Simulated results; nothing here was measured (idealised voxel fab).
process module | voxel capacitor over wiring
cross-section cut | 195 nm wide | cells 5 nm
A cross-section is a grid of square cells, given in bands from the top down. A band is one or more rows of cells.
Each band's line starts with the height of the band's top and of its bottom, in nm. Then come its materials from left to right, each with its width in nm. One material with "throughout" fills the band from edge to edge. "air" is empty space.
Height 0 is the level under which the wafer as received is all one material. The lowest band goes on downwards, as in "0 down".
A width such as "30 to 40" changes by the same amount from each row of cells to the next, from the band's top row to its bottom row.
"no change" after a step means that no cell of the cross-section changed.
closed voids: empty space of 8 cells or more with no open way to the top, each as width x height at its distance from the left edge, in nm
after a step's settings: what the simulator itself notes on the step
overlay nm, on a step with a mask: how far to the right of its planned place the mask lay; to the left if negative
plan
1 op RECEIVE | material Si
2 op CONFORMAL_DEP | material SiO2 | thk nm 10
3 op CONFORMAL_DEP | material SiN | thk nm 5
4 op DIRECTIONAL_DEP | material lowk | thk nm 15
5 op PATTERN | tone open | mask id METAL_1 | material resist | width nm 25 | pitch nm 95 | thk nm 20 | overlay nm 0
6 op DIRECTIONAL_ETCH | etch materials lowk | depth nm 15
7 op DIRECTIONAL_ETCH | etch materials SiN | depth nm 5
8 op STRIP | etch materials resist
9 op CONFORMAL_DEP | material TiN | thk nm 5
10 op FILL_DEP | material Cu | thk nm 5
11 op CMP | height nm 30
12 op CONFORMAL_DEP | material SiCN | thk nm 5
13 op DIRECTIONAL_DEP | material SiO2 | thk nm 15
14 op MASKED_ETCH | tone open | mask id PLUG_1 | width nm 15 | etch materials SiO2 | depth nm 15 | overlay nm 0
15 op MASKED_ETCH | tone open | mask id PLUG_1 | width nm 15 | etch materials SiCN | depth nm 5 | overlay nm 0
16 op CONFORMAL_DEP | material TiN | thk nm 5
17 op FILL_DEP | material Cu | thk nm 5
18 op CMP | height nm 50
19 op DIRECTIONAL_DEP | material TiN | thk nm 10
20 op DIRECTIONAL_DEP | material HfO2 | thk nm 5
21 op DIRECTIONAL_DEP | material TiN | thk nm 5
22 op DIRECTIONAL_DEP | material aC | thk nm 15
23 op PATTERN | tone cover | mask id UPPER_PLATE | material resist | width nm 75 | thk nm 30 | overlay nm 0
24 op DIRECTIONAL_ETCH | etch materials aC | depth nm 15
25 op STRIP | etch materials resist
26 op DIRECTIONAL_ETCH | etch materials TiN | depth nm 5
27 op DIRECTIONAL_ETCH | etch materials HfO2 | depth nm 5
28 op STRIP | etch materials aC
29 op PATTERN | tone cover | mask id LOWER_PLATE | material resist | width nm 85 | thk nm 15 | overlay nm 0
30 op DIRECTIONAL_ETCH | etch materials TiN | depth nm 10
31 op STRIP | etch materials resist
32 op FILL_DEP | material SiO2 | thk nm 15
33 op CMP | height nm 80
34 op PATTERN | tone open | mask id PLUG_2 | material resist | width nm 15 | thk nm 20 | overlay nm 0
35 op DIRECTIONAL_ETCH | etch materials SiO2 | depth nm 10
36 op STRIP | etch materials resist
37 op CONFORMAL_DEP | material TiN | thk nm 5
38 op FILL_DEP | material W | thk nm 5
39 op CMP | height nm 80
40 op CONFORMAL_DEP | material SiCN | thk nm 5
first wafer, as planned
as received, after step 1
  0 down: Si throughout
  closed voids: none
after step 2
  10 to 0: SiO2 throughout
  below 0: unchanged
after step 3
  15 to 10: SiN throughout
  below 10: unchanged
after step 4
  30 to 15: lowk throughout
  below 15: unchanged
after step 5
  50 to 30: resist 35 | air 25 | resist 70 | air 25 | resist 40
  below 30: unchanged
after step 6
  50 to 30: resist 35 | air 25 | resist 70 | air 25 | resist 40
  30 to 15: lowk 35 | air 25 | lowk 70 | air 25 | lowk 40
  below 15: unchanged
after step 7
  50 to 30: resist 35 | air 25 | resist 70 | air 25 | resist 40
  30 to 15: lowk 35 | air 25 | lowk 70 | air 25 | lowk 40
  15 to 10: SiN 35 | air 25 | SiN 70 | air 25 | SiN 40
  below 10: unchanged
after step 8
  30 to 15: lowk 35 | air 25 | lowk 70 | air 25 | lowk 40
  below 15: unchanged
after step 9
  35 to 30: TiN 40 | air 15 | TiN 80 | air 15 | TiN 45
  30 to 15: lowk 35 | TiN 5 | air 15 | TiN 5 | lowk 70 | TiN 5 | air 15 | TiN 5 | lowk 40
  15 to 10: SiN 35 | TiN 25 | SiN 70 | TiN 25 | SiN 40
  below 10: unchanged
after step 10
  40 to 35: Cu throughout
  35 to 30: TiN 40 | Cu 15 | TiN 80 | Cu 15 | TiN 45
  30 to 15: lowk 35 | TiN 5 | Cu 15 | TiN 5 | lowk 70 | TiN 5 | Cu 15 | TiN 5 | lowk 40
  below 15: unchanged
after step 11
  30 to 15: lowk 35 | TiN 5 | Cu 15 | TiN 5 | lowk 70 | TiN 5 | Cu 15 | TiN 5 | lowk 40
  below 15: unchanged
after step 12
  35 to 30: SiCN throughout
  below 30: unchanged
after step 13
  50 to 35: SiO2 throughout
  below 35: unchanged
after step 14
  50 to 35: SiO2 45 | air 15 | SiO2 135
  below 35: unchanged
after step 15
  50 to 35: SiO2 45 | air 15 | SiO2 135
  35 to 30: SiCN 45 | air 15 | SiCN 135
  below 30: unchanged
after step 16
  55 to 50: TiN 50 | air 5 | TiN 140
  50 to 35: SiO2 45 | TiN 5 | air 5 | TiN 5 | SiO2 135
  35 to 30: SiCN 45 | TiN 15 | SiCN 135
  below 30: unchanged
after step 17
  60 to 55: Cu throughout
  55 to 50: TiN 50 | Cu 5 | TiN 140
  50 to 35: SiO2 45 | TiN 5 | Cu 5 | TiN 5 | SiO2 135
  below 35: unchanged
after step 18
  50 to 35: SiO2 45 | TiN 5 | Cu 5 | TiN 5 | SiO2 135
  below 35: unchanged
after step 19
  60 to 50: TiN throughout
  below 50: unchanged
after step 20
  65 to 60: HfO2 throughout
  below 60: unchanged
after step 21
  70 to 65: TiN throughout
  below 65: unchanged
after step 22
  85 to 70: aC throughout
  below 70: unchanged
after step 23
  115 to 85: air 45 | resist 75 | air 75
  below 85: unchanged
after step 24
  100 to 85: air 45 | resist 75 | air 75
  85 to 70: air 45 | aC 75 | air 75
  below 70: unchanged
after step 25
  85 to 70: air 45 | aC 75 | air 75
  below 70: unchanged
after step 26
  85 to 70: air 45 | aC 75 | air 75
  70 to 65: air 45 | TiN 75 | air 75
  below 65: unchanged
after step 27
  85 to 70: air 45 | aC 75 | air 75
  70 to 65: air 45 | TiN 75 | air 75
  65 to 60: air 45 | HfO2 75 | air 75
  below 60: unchanged
after step 28
  70 to 65: air 45 | TiN 75 | air 75
  below 65: unchanged
after step 29
  85 to 70: air 40 | resist 85 | air 70
  70 to 65: air 40 | resist 5 | TiN 75 | resist 5 | air 70
  65 to 60: air 40 | resist 5 | HfO2 75 | resist 5 | air 70
  below 60: unchanged
after step 30
  85 to 70: air 40 | resist 85 | air 70
  70 to 65: air 40 | resist 5 | TiN 75 | resist 5 | air 70
  65 to 60: air 40 | resist 5 | HfO2 75 | resist 5 | air 70
  60 to 50: air 40 | TiN 85 | air 70
  below 50: unchanged
after step 31
  70 to 65: air 45 | TiN 75 | air 75
  65 to 60: air 45 | HfO2 75 | air 75
  below 60: unchanged
after step 32
  85 to 70: SiO2 throughout
  70 to 65: SiO2 45 | TiN 75 | SiO2 75
  65 to 60: SiO2 45 | HfO2 75 | SiO2 75
  60 to 50: SiO2 40 | TiN 85 | SiO2 70
  below 50: unchanged
after step 33
  80 to 70: SiO2 throughout
  below 70: unchanged
after step 34
  100 to 80: resist 55 | air 15 | resist 125
  below 80: unchanged
after step 35
  100 to 80: resist 55 | air 15 | resist 125
  80 to 70: SiO2 55 | air 15 | SiO2 125
  below 70: unchanged
after step 36
  80 to 70: SiO2 55 | air 15 | SiO2 125
  below 70: unchanged
after step 37
  85 to 80: TiN 60 | air 5 | TiN 130
  80 to 75: SiO2 55 | TiN 5 | air 5 | TiN 5 | SiO2 125
  75 to 65: SiO2 55 to 45 | TiN 15 to 75 | SiO2 125 to 75
  below 65: unchanged
after step 38
  90 to 85: W throughout
  85 to 80: TiN 60 | W 5 | TiN 130
  80 to 75: SiO2 55 | TiN 5 | W 5 | TiN 5 | SiO2 125
  below 75: unchanged
after step 39
  80 to 75: SiO2 55 | TiN 5 | W 5 | TiN 5 | SiO2 125
  below 75: unchanged
after step 40
  85 to 80: SiCN throughout
  below 80: unchanged
second wafer: like start, like plan, one mistake. Through step 32 it matches the first wafer
when step 33 should have ended
  80 to 70: SiO2 throughout
  below 70: unchanged
when step 34 should have ended
  100 to 80: resist 55 | air 15 | resist 125
  below 80: unchanged
when step 35 should have ended
  100 to 80: resist 55 | air 15 | resist 125
  80 to 70: SiO2 55 | air 15 | SiO2 125
  below 70: unchanged
when step 36 should have ended
  80 to 70: SiO2 55 | air 15 | SiO2 125
  below 70: unchanged
when step 37 should have ended
  85 to 80: TiN 60 | air 5 | TiN 130
  80 to 75: SiO2 55 | TiN 5 | air 5 | TiN 5 | SiO2 125
  75 to 65: SiO2 55 to 45 | TiN 15 to 75 | SiO2 125 to 75
  below 65: unchanged
when step 38 should have ended
  90 to 85: W throughout
  85 to 80: TiN 60 | W 5 | TiN 130
  80 to 75: SiO2 55 | TiN 5 | W 5 | TiN 5 | SiO2 125
  below 75: unchanged
when step 39 should have ended
  80 to 75: SiO2 55 | TiN 5 | W 5 | TiN 5 | SiO2 125
  below 75: unchanged
when step 40 should have ended
  85 to 80: SiCN throughout
  below 80: unchanged
what went wrong: step 33 was run twice
at the end the two cross-sections are the same: no effect in what this model computes
